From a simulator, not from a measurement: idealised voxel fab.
Documented hereafter: the process module known as voxel local oxidation.
Xsec cut, 160 nm wide, square cell size 5 nm.
Square cells in a grid make up a cross-section in this document, and the grid is given as bands, listed from the top down, each one or more rows of cells. Each band's line starts with the height of the band's top and of its bottom, in nm. Then come its materials from left to right, each with its width in nm. One material with "all across" fills the band from edge to edge. "blank" is empty space. Heights from 0 (as-received wafer is one material below). Bottom band endless downward, as "0..down". Per-row width for "30..40": begins at first number (top row of band), ends at second number (bottom row), increment between rows held constant. The designation "no modifications", where it is given for a processing step, indicates that no cell of the cross-section was altered in the course of that step. Enclosed voids (no open way to top), threshold 8 cells or more, entry "Non-vented voids", notation width x height at distance, distance from left edge, nm. Note: text after step settings on the step line = simulator remark on that step. The optional step-line setting "overlay nm" applies to steps with a mask and quantifies how far to the right of its planned location the mask lay, a negative value indicating leftward placement.
THE STEPS PLANNED FOR THE PROCESS ARE AS FOLLOWS
step 1: RECEIVE, material Si
step 2: CONFORMAL_DEP, material SiO2, thk nm 5
step 3: CONFORMAL_DEP, material SiN, thk nm 10
step 4: PATTERN, tone cover, mask id ACTIVE, material resist, width nm 85, thk nm 15, overlay nm 0
step 5: DIRECTIONAL_ETCH, etch materials SiN, depth nm 10
step 6: STRIP, etch materials resist
step 7: SELECTIVE_ETCH, etch materials SiO2, depth nm 5
step 8: OXIDIZE, depth nm 10
step 9: STRIP, etch materials SiN
varied across the wafers: width nm of step 4. The plan shows the first wafer's value. All wafers start alike
CUT THROUGH THE FIRST OF SEVERAL WAFERS AS RECEIVED, POST STEP 1
  0..down: Si all across
  Non-vented voids: none
PER-WAFER ROWS BELOW. FOR EACH MATERIAL: CELLS GAINED (+) OR LOST (-) SINCE THE WAFER WAS RECEIVED, AS OF END OF MODULE. THEN: CLOSED VOIDS
width nm 85 | -42 Si | +57 SiO2 | Non-vented voids: none
width nm 90 | -40 Si | +56 SiO2 | Non-vented voids: none
width nm 95 | -38 Si | +55 SiO2 | Non-vented voids: none
width nm 100 | -36 Si | +54 SiO2 | Non-vented voids: none
width nm 105 | -34 Si | +53 SiO2 | Non-vented voids: none
width nm 110 | -32 Si | +52 SiO2 | Non-vented voids: none
